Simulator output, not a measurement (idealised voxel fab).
The document below concerns the process module designated voxel wiring stack.
For reference, the cross-section in this document is cut, with width 230 nm and square cells of 5 nm.
When this document writes out a cross-section, it uses a grid of square cells and lists it as bands, beginning at the top and moving down, with a band standing for one or more rows of cells. This entry defines a band. It first specifies the height of the band's top and the height of its bottom in nm, and then specifies the band's materials from left to right, stating each material with its width in nm. The word "throughout" identifies a single material that fills the band from edge to edge, while the word "air" identifies empty space. Heights are expressed relative to 0, this being the level below which the as-received wafer comprises one material exclusively. The lowest band is unbounded in the downward direction and is denoted as in "from 0 down". Quick explanation for "30->40": the width changes in equal steps down the rows of cells, from the first number in the band's top row to the second number in its bottom row. For the purposes of this document, the phrase "no modification" attached to a step denotes that no cell within the cross-section was modified by that step. Heads up: "Closed void register" only lists the empty pockets with no open path to the top that are 8 cells or more, and it writes them as width x height at distance, distance from the left edge, in nm. after a step's settings: what the simulator itself notes on the step. overlay nm: mask offset rightward from planned place, masked step; negative means leftward offset.

**Below is the list of planned process steps**
1,RECEIVE with material Si
2,CONFORMAL_DEP with material SiO2, thk nm 10
3,DIRECTIONAL_DEP with material TiN, thk nm 5
4,DIRECTIONAL_DEP with material Ru, thk nm 25
5,PATTERN with tone cover, mask id METAL_1, material resist, width nm 25, pitch nm 55, thk nm 20, overlay nm 0
6,DIRECTIONAL_ETCH with etch materials Ru, depth nm 25
7,DIRECTIONAL_ETCH with etch materials TiN, depth nm 5
8,STRIP with etch materials resist
9,FILL_DEP with material SiO2, thk nm 10
10,CMP with height nm 40
11,CONFORMAL_DEP with material SiCN, thk nm 5
12,DIRECTIONAL_DEP with material lowk, thk nm 20
13,MASKED_ETCH with tone open, mask id PLUG_1, width nm 15, pitch nm 55, etch materials lowk, depth nm 20, overlay nm 0
14,MASKED_ETCH with tone open, mask id PLUG_1, width nm 15, pitch nm 55, etch materials SiCN, depth nm 5, overlay nm 0
15,EPI with material Ru, thk nm 10
16,EPI with material Ru, thk nm 10
17,EPI with material Ru, thk nm 5
18,CONFORMAL_DEP with material SiN, thk nm 5
19,DIRECTIONAL_DEP with material lowk, thk nm 20
20,MASKED_ETCH with tone open, mask id METAL_2, width nm 25, pitch nm 55, etch materials lowk, depth nm 20, overlay nm 0
21,MASKED_ETCH with tone open, mask id METAL_2, width nm 25, pitch nm 55, etch materials SiN, depth nm 5, overlay nm 0
22,CONFORMAL_DEP with material TiN, thk nm 5
23,FILL_DEP with material Ru, thk nm 10
24,CMP with height nm 90
25,EPI with material Ru, thk nm 5
26,FILL_DEP with material SiCN, thk nm 5
27,DIRECTIONAL_DEP with material lowk, thk nm 35
28,DIRECTIONAL_DEP with material aC, thk nm 10
29,PATTERN with tone open, mask id METAL_3, material resist, width nm 25, pitch nm 55, thk nm 25, overlay nm 0
30,DIRECTIONAL_ETCH with etch materials aC, depth nm 10
31,STRIP with etch materials resist
32,DIRECTIONAL_ETCH with etch materials lowk, depth nm 20
33,STRIP with etch materials aC
34,DIRECTIONAL_DEP with material aC, thk nm 10
35,PATTERN with tone open, mask id METAL_3_HOLES, material resist, width nm 15, pitch nm 55, thk nm 30, overlay nm 0
36,DIRECTIONAL_ETCH with etch materials aC, depth nm 10
37,STRIP with etch materials resist
38,DIRECTIONAL_ETCH with etch materials lowk, depth nm 15
39,DIRECTIONAL_ETCH with etch materials SiCN, depth nm 5
40,STRIP with etch materials aC
41,CONFORMAL_DEP with material TiN, thk nm 5
42,FILL_DEP with material Cu, thk nm 10
43,CMP with height nm 135
44,CONFORMAL_DEP with material SiN, thk nm 5

**first wafer, as planned**

**as received, after step 1**
  from 0 down: Si throughout
  Closed void register: none

**The wafer, seen in cross-section, after step 2**
  from 10 to 0: SiO2 throughout
  Everything under 0 stays put, no change at all.

**The wafer, seen in cross-section, after step 3**
  from 15 to 10: TiN throughout
  Everything under 10 stays put, no change at all.

**The wafer, seen in cross-section, after step 4**
  from 40 to 15: Ru throughout
  Everything under 15 stays put, no change at all.

**The wafer, seen in cross-section, after step 5**
  from 60 to 40: air 75 nm, then resist 25 nm, then air 30 nm, then resist 25 nm, then air 75 nm
  Everything under 40 stays put, no change at all.

**The wafer, seen in cross-section, after step 6**
  from 60 to 40: air 75 nm, then resist 25 nm, then air 30 nm, then resist 25 nm, then air 75 nm
  from 40 to 15: air 75 nm, then Ru 25 nm, then air 30 nm, then Ru 25 nm, then air 75 nm
  Everything under 15 stays put, no change at all.

**The wafer, seen in cross-section, after step 7**
  from 60 to 40: air 75 nm, then resist 25 nm, then air 30 nm, then resist 25 nm, then air 75 nm
  from 40 to 15: air 75 nm, then Ru 25 nm, then air 30 nm, then Ru 25 nm, then air 75 nm
  from 15 to 10: air 75 nm, then TiN 25 nm, then air 30 nm, then TiN 25 nm, then air 75 nm
  Everything under 10 stays put, no change at all.

**The wafer, seen in cross-section, after step 8**
  from 40 to 15: air 75 nm, then Ru 25 nm, then air 30 nm, then Ru 25 nm, then air 75 nm
  Everything under 15 stays put, no change at all.

**The wafer, seen in cross-section, after step 9**
  from 50 to 40: SiO2 throughout
  from 40 to 15: SiO2 75 nm, then Ru 25 nm, then SiO2 30 nm, then Ru 25 nm, then SiO2 75 nm
  from 15 to 10: SiO2 75 nm, then TiN 25 nm, then SiO2 30 nm, then TiN 25 nm, then SiO2 75 nm
  Everything under 10 stays put, no change at all.

**The wafer, seen in cross-section, after step 10**
  from 40 to 15: SiO2 75 nm, then Ru 25 nm, then SiO2 30 nm, then Ru 25 nm, then SiO2 75 nm
  Everything under 15 stays put, no change at all.

**The wafer, seen in cross-section, after step 11**
  from 45 to 40: SiCN throughout
  Everything under 40 stays put, no change at all.

**The wafer, seen in cross-section, after step 12**
  from 65 to 45: lowk throughout
  Everything under 45 stays put, no change at all.

**The wafer, seen in cross-section, after step 13**
  from 65 to 45: lowk 75 nm, then air 15 nm, then lowk 40 nm, then air 15 nm, then lowk 85 nm
  Everything under 45 stays put, no change at all.

**The wafer, seen in cross-section, after step 14**
  from 65 to 45: lowk 75 nm, then air 15 nm, then lowk 40 nm, then air 15 nm, then lowk 85 nm
  from 45 to 40: SiCN 75 nm, then air 15 nm, then SiCN 40 nm, then air 15 nm, then SiCN 85 nm
  Everything under 40 stays put, no change at all.

**The wafer, seen in cross-section, after step 15**
  from 65 to 50: lowk 75 nm, then air 15 nm, then lowk 40 nm, then air 15 nm, then lowk 85 nm
  from 50 to 45: lowk 75 nm, then Ru 15 nm, then lowk 40 nm, then Ru 15 nm, then lowk 85 nm
  from 45 to 40: SiCN 75 nm, then Ru 15 nm, then SiCN 40 nm, then Ru 15 nm, then SiCN 85 nm
  Everything under 40 stays put, no change at all.

**The wafer, seen in cross-section, after step 16**
  from 65 to 60: lowk 75 nm, then air 15 nm, then lowk 40 nm, then air 15 nm, then lowk 85 nm
  from 60 to 45: lowk 75 nm, then Ru 15 nm, then lowk 40 nm, then Ru 15 nm, then lowk 85 nm
  Everything under 45 stays put, no change at all.

**The wafer, seen in cross-section, after step 17**
  from 65 to 45: lowk 75 nm, then Ru 15 nm, then lowk 40 nm, then Ru 15 nm, then lowk 85 nm
  Everything under 45 stays put, no change at all.

**The wafer, seen in cross-section, after step 18**
  from 70 to 65: SiN throughout
  Everything under 65 stays put, no change at all.

**The wafer, seen in cross-section, after step 19**
  from 90 to 70: lowk throughout
  Everything under 70 stays put, no change at all.

**The wafer, seen in cross-section, after step 20**
  from 90 to 70: lowk 75 nm, then air 25 nm, then lowk 30 nm, then air 25 nm, then lowk 75 nm
  Everything under 70 stays put, no change at all.

**The wafer, seen in cross-section, after step 21**
  from 90 to 70: lowk 75 nm, then air 25 nm, then lowk 30 nm, then air 25 nm, then lowk 75 nm
  from 70 to 65: SiN 75 nm, then air 25 nm, then SiN 30 nm, then air 25 nm, then SiN 75 nm
  Everything under 65 stays put, no change at all.

**The wafer, seen in cross-section, after step 22**
  from 95 to 90: TiN 80 nm, then air 15 nm, then TiN 40 nm, then air 15 nm, then TiN 80 nm
  from 90 to 70: lowk 75 nm, then TiN 5 nm, then air 15 nm, then TiN 5 nm, then lowk 30 nm, then TiN 5 nm, then air 15 nm, then TiN 5 nm, then lowk 75 nm
  from 70 to 65: SiN 75 nm, then TiN 25 nm, then SiN 30 nm, then TiN 25 nm, then SiN 75 nm
  Everything under 65 stays put, no change at all.

**The wafer, seen in cross-section, after step 23**
  from 105 to 95: Ru throughout
  from 95 to 90: TiN 80 nm, then Ru 15 nm, then TiN 40 nm, then Ru 15 nm, then TiN 80 nm
  from 90 to 70: lowk 75 nm, then TiN 5 nm, then Ru 15 nm, then TiN 5 nm, then lowk 30 nm, then TiN 5 nm, then Ru 15 nm, then TiN 5 nm, then lowk 75 nm
  Everything under 70 stays put, no change at all.

**The wafer, seen in cross-section, after step 24**
  from 90 to 70: lowk 75 nm, then TiN 5 nm, then Ru 15 nm, then TiN 5 nm, then lowk 30 nm, then TiN 5 nm, then Ru 15 nm, then TiN 5 nm, then lowk 75 nm
  Everything under 70 stays put, no change at all.

**The wafer, seen in cross-section, after step 25**
  from 95 to 90: air 70 nm, then Ru 35 nm, then air 20 nm, then Ru 35 nm, then air 70 nm
  Everything under 90 stays put, no change at all.

**The wafer, seen in cross-section, after step 26**
  from 100 to 95: SiCN throughout
  from 95 to 90: SiCN 70 nm, then Ru 35 nm, then SiCN 20 nm, then Ru 35 nm, then SiCN 70 nm
  Everything under 90 stays put, no change at all.

**The wafer, seen in cross-section, after step 27**
  from 135 to 100: lowk throughout
  Everything under 100 stays put, no change at all.

**The wafer, seen in cross-section, after step 28**
  from 145 to 135: aC throughout
  Everything under 135 stays put, no change at all.

**The wafer, seen in cross-section, after step 29**
  from 170 to 145: resist 75 nm, then air 25 nm, then resist 30 nm, then air 25 nm, then resist 75 nm
  Everything under 145 stays put, no change at all.

**The wafer, seen in cross-section, after step 30**
  from 160 to 145: resist 75 nm, then air 25 nm, then resist 30 nm, then air 25 nm, then resist 75 nm
  from 145 to 135: aC 75 nm, then air 25 nm, then aC 30 nm, then air 25 nm, then aC 75 nm
  Everything under 135 stays put, no change at all.

**The wafer, seen in cross-section, after step 31**
  from 145 to 135: aC 75 nm, then air 25 nm, then aC 30 nm, then air 25 nm, then aC 75 nm
  Everything under 135 stays put, no change at all.

**The wafer, seen in cross-section, after step 32**
  from 145 to 135: aC 75 nm, then air 25 nm, then aC 30 nm, then air 25 nm, then aC 75 nm
  from 135 to 115: lowk 75 nm, then air 25 nm, then lowk 30 nm, then air 25 nm, then lowk 75 nm
  Everything under 115 stays put, no change at all.

**The wafer, seen in cross-section, after step 33**
  from 135 to 115: lowk 75 nm, then air 25 nm, then lowk 30 nm, then air 25 nm, then lowk 75 nm
  Everything under 115 stays put, no change at all.

**The wafer, seen in cross-section, after step 34**
  from 145 to 135: aC 75 nm, then air 25 nm, then aC 30 nm, then air 25 nm, then aC 75 nm
  from 135 to 125: lowk 75 nm, then air 25 nm, then lowk 30 nm, then air 25 nm, then lowk 75 nm
  from 125 to 115: lowk 75 nm, then aC 25 nm, then lowk 30 nm, then aC 25 nm, then lowk 75 nm
  Everything under 115 stays put, no change at all.

**The wafer, seen in cross-section, after step 35**
  from 175 to 145: resist 75 nm, then air 15 nm, then resist 40 nm, then air 15 nm, then resist 85 nm
  from 145 to 135: aC 75 nm, then air 15 nm, then resist 10 nm, then aC 30 nm, then air 15 nm, then resist 10 nm, then aC 75 nm
  from 135 to 125: lowk 75 nm, then air 15 nm, then resist 10 nm, then lowk 30 nm, then air 15 nm, then resist 10 nm, then lowk 75 nm
  Everything under 125 stays put, no change at all.

**The wafer, seen in cross-section, after step 36**
  from 165 to 145: resist 75 nm, then air 15 nm, then resist 40 nm, then air 15 nm, then resist 85 nm
  from 145 to 135: aC 75 nm, then air 15 nm, then resist 10 nm, then aC 30 nm, then air 15 nm, then resist 10 nm, then aC 75 nm
  from 135 to 125: lowk 75 nm, then air 15 nm, then resist 10 nm, then lowk 30 nm, then air 15 nm, then resist 10 nm, then lowk 75 nm
  from 125 to 115: lowk 75 nm, then air 15 nm, then aC 10 nm, then lowk 30 nm, then air 15 nm, then aC 10 nm, then lowk 75 nm
  Everything under 115 stays put, no change at all.

**The wafer, seen in cross-section, after step 37**
  from 145 to 135: aC 75 nm, then air 25 nm, then aC 30 nm, then air 25 nm, then aC 75 nm
  from 135 to 125: lowk 75 nm, then air 25 nm, then lowk 30 nm, then air 25 nm, then lowk 75 nm
  Everything under 125 stays put, no change at all.

**The wafer, seen in cross-section, after step 38**
  from 145 to 135: aC 75 nm, then air 25 nm, then aC 30 nm, then air 25 nm, then aC 75 nm
  from 135 to 125: lowk 75 nm, then air 25 nm, then lowk 30 nm, then air 25 nm, then lowk 75 nm
  from 125 to 115: lowk 75 nm, then air 15 nm, then aC 10 nm, then lowk 30 nm, then air 15 nm, then aC 10 nm, then lowk 75 nm
  from 115 to 100: lowk 75 nm, then air 15 nm, then lowk 40 nm, then air 15 nm, then lowk 85 nm
  Everything under 100 stays put, no change at all.

**The wafer, seen in cross-section, after step 39**
  from 145 to 135: aC 75 nm, then air 25 nm, then aC 30 nm, then air 25 nm, then aC 75 nm
  from 135 to 125: lowk 75 nm, then air 25 nm, then lowk 30 nm, then air 25 nm, then lowk 75 nm
  from 125 to 115: lowk 75 nm, then air 15 nm, then aC 10 nm, then lowk 30 nm, then air 15 nm, then aC 10 nm, then lowk 75 nm
  from 115 to 100: lowk 75 nm, then air 15 nm, then lowk 40 nm, then air 15 nm, then lowk 85 nm
  from 100 to 95: SiCN 75 nm, then air 15 nm, then SiCN 40 nm, then air 15 nm, then SiCN 85 nm
  Everything under 95 stays put, no change at all.

**The wafer, seen in cross-section, after step 40**
  from 135 to 115: lowk 75 nm, then air 25 nm, then lowk 30 nm, then air 25 nm, then lowk 75 nm
  Everything under 115 stays put, no change at all.

**The wafer, seen in cross-section, after step 41**
  from 140 to 135: TiN 80 nm, then air 15 nm, then TiN 40 nm, then air 15 nm, then TiN 80 nm
  from 135 to 120: lowk 75 nm, then TiN 5 nm, then air 15 nm, then TiN 5 nm, then lowk 30 nm, then TiN 5 nm, then air 15 nm, then TiN 5 nm, then lowk 75 nm
  from 120 to 115: lowk 75 nm, then TiN 5 nm, then air 5 nm, then TiN 15 nm, then lowk 30 nm, then TiN 5 nm, then air 5 nm, then TiN 15 nm, then lowk 75 nm
  from 115 to 100: lowk 75 nm, then TiN 5 nm, then air 5 nm, then TiN 5 nm, then lowk 40 nm, then TiN 5 nm, then air 5 nm, then TiN 5 nm, then lowk 85 nm
  from 100 to 95: SiCN 75 nm, then TiN 15 nm, then SiCN 40 nm, then TiN 15 nm, then SiCN 85 nm
  Everything under 95 stays put, no change at all.

**The wafer, seen in cross-section, after step 42**
  from 150 to 140: Cu throughout
  from 140 to 135: TiN 80 nm, then Cu 15 nm, then TiN 40 nm, then Cu 15 nm, then TiN 80 nm
  from 135 to 120: lowk 75 nm, then TiN 5 nm, then Cu 15 nm, then TiN 5 nm, then lowk 30 nm, then TiN 5 nm, then Cu 15 nm, then TiN 5 nm, then lowk 75 nm
  from 120 to 115: lowk 75 nm, then TiN 5 nm, then Cu 5 nm, then TiN 15 nm, then lowk 30 nm, then TiN 5 nm, then Cu 5 nm, then TiN 15 nm, then lowk 75 nm
  from 115 to 100: lowk 75 nm, then TiN 5 nm, then Cu 5 nm, then TiN 5 nm, then lowk 40 nm, then TiN 5 nm, then Cu 5 nm, then TiN 5 nm, then lowk 85 nm
  Everything under 100 stays put, no change at all.

**The wafer, seen in cross-section, after step 43**
  from 135 to 120: lowk 75 nm, then TiN 5 nm, then Cu 15 nm, then TiN 5 nm, then lowk 30 nm, then TiN 5 nm, then Cu 15 nm, then TiN 5 nm, then lowk 75 nm
  Everything under 120 stays put, no change at all.

**The wafer, seen in cross-section, after step 44**
  from 140 to 135: SiN throughout
  Everything under 135 stays put, no change at all.

**Second wafer, same starting conditions and recipe as the first, one mistake in executing it, nothing differs from the first up to and including step 17**

**Cross-section of the second wafer at the time by which step 18 should have been completed according to the plan**
  from 80 to 65: SiN throughout
  Everything under 65 stays put, no change at all.

**Cross-section of the second wafer at the time by which step 19 should have been completed according to the plan**
  from 100 to 80: lowk throughout
  Everything under 80 stays put, no change at all.

**Cross-section of the second wafer at the time by which step 20 should have been completed according to the plan**
  from 100 to 80: lowk 75 nm, then air 25 nm, then lowk 30 nm, then air 25 nm, then lowk 75 nm
  Everything under 80 stays put, no change at all.

**Cross-section of the second wafer at the time by which step 21 should have been completed according to the plan**
  from 100 to 80: lowk 75 nm, then air 25 nm, then lowk 30 nm, then air 25 nm, then lowk 75 nm
  from 80 to 75: SiN 75 nm, then air 25 nm, then SiN 30 nm, then air 25 nm, then SiN 75 nm
  Everything under 75 stays put, no change at all.

**Cross-section of the second wafer at the time by which step 22 should have been completed according to the plan**
  from 105 to 100: TiN 80 nm, then air 15 nm, then TiN 40 nm, then air 15 nm, then TiN 80 nm
  from 100 to 80: lowk 75 nm, then TiN 5 nm, then air 15 nm, then TiN 5 nm, then lowk 30 nm, then TiN 5 nm, then air 15 nm, then TiN 5 nm, then lowk 75 nm
  from 80 to 75: SiN 75 nm, then TiN 25 nm, then SiN 30 nm, then TiN 25 nm, then SiN 75 nm
  Everything under 75 stays put, no change at all.

**Cross-section of the second wafer at the time by which step 23 should have been completed according to the plan**
  from 115 to 105: Ru throughout
  from 105 to 100: TiN 80 nm, then Ru 15 nm, then TiN 40 nm, then Ru 15 nm, then TiN 80 nm
  from 100 to 80: lowk 75 nm, then TiN 5 nm, then Ru 15 nm, then TiN 5 nm, then lowk 30 nm, then TiN 5 nm, then Ru 15 nm, then TiN 5 nm, then lowk 75 nm
  Everything under 80 stays put, no change at all.

**Cross-section of the second wafer at the time by which step 24 should have been completed according to the plan**
  from 90 to 80: lowk 75 nm, then TiN 5 nm, then Ru 15 nm, then TiN 5 nm, then lowk 30 nm, then TiN 5 nm, then Ru 15 nm, then TiN 5 nm, then lowk 75 nm
  Everything under 80 stays put, no change at all.

**Cross-section of the second wafer at the time by which step 25 should have been completed according to the plan**
  from 95 to 90: air 70 nm, then Ru 35 nm, then air 20 nm, then Ru 35 nm, then air 70 nm
  Everything under 90 stays put, no change at all.

**Cross-section of the second wafer at the time by which step 26 should have been completed according to the plan**
  from 100 to 95: SiCN throughout
  from 95 to 90: SiCN 70 nm, then Ru 35 nm, then SiCN 20 nm, then Ru 35 nm, then SiCN 70 nm
  Everything under 90 stays put, no change at all.

**Cross-section of the second wafer at the time by which step 27 should have been completed according to the plan**
  from 135 to 100: lowk throughout
  Everything under 100 stays put, no change at all.

**Cross-section of the second wafer at the time by which step 28 should have been completed according to the plan**
  from 145 to 135: aC throughout
  Everything under 135 stays put, no change at all.

**Cross-section of the second wafer at the time by which step 29 should have been completed according to the plan**
  from 170 to 145: resist 75 nm, then air 25 nm, then resist 30 nm, then air 25 nm, then resist 75 nm
  Everything under 145 stays put, no change at all.

**Cross-section of the second wafer at the time by which step 30 should have been completed according to the plan**
  from 160 to 145: resist 75 nm, then air 25 nm, then resist 30 nm, then air 25 nm, then resist 75 nm
  from 145 to 135: aC 75 nm, then air 25 nm, then aC 30 nm, then air 25 nm, then aC 75 nm
  Everything under 135 stays put, no change at all.

**Cross-section of the second wafer at the time by which step 31 should have been completed according to the plan**
  from 145 to 135: aC 75 nm, then air 25 nm, then aC 30 nm, then air 25 nm, then aC 75 nm
  Everything under 135 stays put, no change at all.

**Cross-section of the second wafer at the time by which step 32 should have been completed according to the plan**
  from 145 to 135: aC 75 nm, then air 25 nm, then aC 30 nm, then air 25 nm, then aC 75 nm
  from 135 to 115: lowk 75 nm, then air 25 nm, then lowk 30 nm, then air 25 nm, then lowk 75 nm
  Everything under 115 stays put, no change at all.

**Cross-section of the second wafer at the time by which step 33 should have been completed according to the plan**
  from 135 to 115: lowk 75 nm, then air 25 nm, then lowk 30 nm, then air 25 nm, then lowk 75 nm
  Everything under 115 stays put, no change at all.

**Cross-section of the second wafer at the time by which step 34 should have been completed according to the plan**
  from 145 to 135: aC 75 nm, then air 25 nm, then aC 30 nm, then air 25 nm, then aC 75 nm
  from 135 to 125: lowk 75 nm, then air 25 nm, then lowk 30 nm, then air 25 nm, then lowk 75 nm
  from 125 to 115: lowk 75 nm, then aC 25 nm, then lowk 30 nm, then aC 25 nm, then lowk 75 nm
  Everything under 115 stays put, no change at all.

**Cross-section of the second wafer at the time by which step 35 should have been completed according to the plan**
  from 175 to 145: resist 75 nm, then air 15 nm, then resist 40 nm, then air 15 nm, then resist 85 nm
  from 145 to 135: aC 75 nm, then air 15 nm, then resist 10 nm, then aC 30 nm, then air 15 nm, then resist 10 nm, then aC 75 nm
  from 135 to 125: lowk 75 nm, then air 15 nm, then resist 10 nm, then lowk 30 nm, then air 15 nm, then resist 10 nm, then lowk 75 nm
  Everything under 125 stays put, no change at all.

**Cross-section of the second wafer at the time by which step 36 should have been completed according to the plan**
  from 165 to 145: resist 75 nm, then air 15 nm, then resist 40 nm, then air 15 nm, then resist 85 nm
  from 145 to 135: aC 75 nm, then air 15 nm, then resist 10 nm, then aC 30 nm, then air 15 nm, then resist 10 nm, then aC 75 nm
  from 135 to 125: lowk 75 nm, then air 15 nm, then resist 10 nm, then lowk 30 nm, then air 15 nm, then resist 10 nm, then lowk 75 nm
  from 125 to 115: lowk 75 nm, then air 15 nm, then aC 10 nm, then lowk 30 nm, then air 15 nm, then aC 10 nm, then lowk 75 nm
  Everything under 115 stays put, no change at all.

**Cross-section of the second wafer at the time by which step 37 should have been completed according to the plan**
  from 145 to 135: aC 75 nm, then air 25 nm, then aC 30 nm, then air 25 nm, then aC 75 nm
  from 135 to 125: lowk 75 nm, then air 25 nm, then lowk 30 nm, then air 25 nm, then lowk 75 nm
  Everything under 125 stays put, no change at all.

**Cross-section of the second wafer at the time by which step 38 should have been completed according to the plan**
  from 145 to 135: aC 75 nm, then air 25 nm, then aC 30 nm, then air 25 nm, then aC 75 nm
  from 135 to 125: lowk 75 nm, then air 25 nm, then lowk 30 nm, then air 25 nm, then lowk 75 nm
  from 125 to 115: lowk 75 nm, then air 15 nm, then aC 10 nm, then lowk 30 nm, then air 15 nm, then aC 10 nm, then lowk 75 nm
  from 115 to 100: lowk 75 nm, then air 15 nm, then lowk 40 nm, then air 15 nm, then lowk 85 nm
  Everything under 100 stays put, no change at all.

**Cross-section of the second wafer at the time by which step 39 should have been completed according to the plan**
  from 145 to 135: aC 75 nm, then air 25 nm, then aC 30 nm, then air 25 nm, then aC 75 nm
  from 135 to 125: lowk 75 nm, then air 25 nm, then lowk 30 nm, then air 25 nm, then lowk 75 nm
  from 125 to 115: lowk 75 nm, then air 15 nm, then aC 10 nm, then lowk 30 nm, then air 15 nm, then aC 10 nm, then lowk 75 nm
  from 115 to 100: lowk 75 nm, then air 15 nm, then lowk 40 nm, then air 15 nm, then lowk 85 nm
  from 100 to 95: SiCN 75 nm, then air 15 nm, then SiCN 40 nm, then air 15 nm, then SiCN 85 nm
  Everything under 95 stays put, no change at all.

**Cross-section of the second wafer at the time by which step 40 should have been completed according to the plan**
  from 135 to 115: lowk 75 nm, then air 25 nm, then lowk 30 nm, then air 25 nm, then lowk 75 nm
  Everything under 115 stays put, no change at all.

**Cross-section of the second wafer at the time by which step 41 should have been completed according to the plan**
  from 140 to 135: TiN 80 nm, then air 15 nm, then TiN 40 nm, then air 15 nm, then TiN 80 nm
  from 135 to 120: lowk 75 nm, then TiN 5 nm, then air 15 nm, then TiN 5 nm, then lowk 30 nm, then TiN 5 nm, then air 15 nm, then TiN 5 nm, then lowk 75 nm
  from 120 to 115: lowk 75 nm, then TiN 5 nm, then air 5 nm, then TiN 15 nm, then lowk 30 nm, then TiN 5 nm, then air 5 nm, then TiN 15 nm, then lowk 75 nm
  from 115 to 100: lowk 75 nm, then TiN 5 nm, then air 5 nm, then TiN 5 nm, then lowk 40 nm, then TiN 5 nm, then air 5 nm, then TiN 5 nm, then lowk 85 nm
  from 100 to 95: SiCN 75 nm, then TiN 15 nm, then SiCN 40 nm, then TiN 15 nm, then SiCN 85 nm
  Everything under 95 stays put, no change at all.

**Cross-section of the second wafer at the time by which step 42 should have been completed according to the plan**
  from 150 to 140: Cu throughout
  from 140 to 135: TiN 80 nm, then Cu 15 nm, then TiN 40 nm, then Cu 15 nm, then TiN 80 nm
  from 135 to 120: lowk 75 nm, then TiN 5 nm, then Cu 15 nm, then TiN 5 nm, then lowk 30 nm, then TiN 5 nm, then Cu 15 nm, then TiN 5 nm, then lowk 75 nm
  from 120 to 115: lowk 75 nm, then TiN 5 nm, then Cu 5 nm, then TiN 15 nm, then lowk 30 nm, then TiN 5 nm, then Cu 5 nm, then TiN 15 nm, then lowk 75 nm
  from 115 to 100: lowk 75 nm, then TiN 5 nm, then Cu 5 nm, then TiN 5 nm, then lowk 40 nm, then TiN 5 nm, then Cu 5 nm, then TiN 5 nm, then lowk 85 nm
  Everything under 100 stays put, no change at all.

**Cross-section of the second wafer at the time by which step 43 should have been completed according to the plan**
  from 135 to 120: lowk 75 nm, then TiN 5 nm, then Cu 15 nm, then TiN 5 nm, then lowk 30 nm, then TiN 5 nm, then Cu 15 nm, then TiN 5 nm, then lowk 75 nm
  Everything under 120 stays put, no change at all.

**Cross-section of the second wafer at the time by which step 44 should have been completed according to the plan**
  from 140 to 135: SiN throughout
  Everything under 135 stays put, no change at all.
Here's what went sideways: heads up, step 18 didn't go per plan, it actually ran as CONFORMAL_DEP with material SiN, thk nm 15
End of process, cell counts, second wafer against first, materials with more or fewer: Ru: 12 fewer | SiN: 92 more | TiN: 8 fewer | lowk: 72 fewer
